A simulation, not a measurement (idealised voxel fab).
process module | voxel air gaps
cross-section cut | 285 nm wide | cells 5 nm
A cross-section is a grid of square cells, given in bands from the top down. A band is one or more rows of cells.
Each band's line starts with the height of the band's top and of its bottom, in nm. Then come its materials from left to right, each with its width in nm. One material with "throughout" fills the band from edge to edge. "air" is empty space.
Height 0 is the level under which the wafer as received is all one material. The lowest band goes on downwards, as in "0 down".
A width such as "30 to 40" changes by the same amount from each row of cells to the next, from the band's top row to its bottom row.
"no change" after a step means that no cell of the cross-section changed.
closed voids: empty space of 8 cells or more with no open way to the top, each as width x height at its distance from the left edge, in nm
after a step's settings: what the simulator itself notes on the step
overlay nm, on a step with a mask: how far to the right of its planned place the mask lay; to the left if negative
plan
1 op RECEIVE | material Si
2 op CONFORMAL_DEP | material SiO2 | thk nm 10
3 op CONFORMAL_DEP | material SiN | thk nm 5
4 op DIRECTIONAL_DEP | material SiO2 | thk nm 40
5 op DIRECTIONAL_DEP | material aC | thk nm 10
6 op PATTERN | tone open | mask id LINES | material resist | width nm 25 | pitch nm 50 | thk nm 30 | overlay nm 0
7 op DIRECTIONAL_ETCH | etch materials aC | depth nm 10
8 op STRIP | etch materials resist
9 op DIRECTIONAL_ETCH | etch materials SiO2 | depth nm 40
10 op STRIP | etch materials aC
11 op CONFORMAL_DEP | material TiN | thk nm 5
12 op FILL_DEP | material W | thk nm 10
13 op CMP | height nm 55
14 op EPI | material Ru | thk nm 10
15 op SELECTIVE_ETCH | etch materials SiO2 | depth nm 50
16 op CONFORMAL_DEP | material SiN | thk nm 5
as received, after step 1
  0 down: Si throughout
  closed voids: none
a wafer at the end: this start, this plan, one mistake
  70 to 65: air 65 | SiN 155 | air 65
  65 to 55: air 65 | SiN 5 | Ru 45 | SiN 5 | Ru 45 | SiN 5 | Ru 45 | SiN 5 | air 65
  55 to 50: air 65 | SiN 15 | TiN 5 | W 15 | TiN 5 | SiN 25 | TiN 5 | W 15 | TiN 5 | SiN 25 | TiN 5 | W 15 | TiN 5 | SiN 15 | air 65
  50 to 20: air 75 | SiN 5 | TiN 5 | W 15 | TiN 5 | SiN 5 | air 15 | SiN 5 | TiN 5 | W 15 | TiN 5 | SiN 5 | air 15 | SiN 5 | TiN 5 | W 15 | TiN 5 | SiN 5 | air 75
  20 to 15: air 75 | SiN 5 | TiN 25 | SiN 5 | air 15 | SiN 5 | TiN 25 | SiN 5 | air 15 | SiN 5 | TiN 25 | SiN 5 | air 75
  15 to 10: air 75 | SiN 15 | SiO2 5 | SiN 15 | air 15 | SiN 15 | SiO2 5 | SiN 15 | air 15 | SiN 15 | SiO2 5 | SiN 15 | air 75
  10 to 5: SiN 90 | SiO2 5 | SiN 45 | SiO2 5 | SiN 45 | SiO2 5 | SiN 90
  5 to 0: SiO2 throughout
  0 down: Si throughout
  closed voids: 15 x 40 at 110; 15 x 40 at 160
what went wrong: step 3 ran as: op CONFORMAL_DEP | material SiO2 | thk nm 5
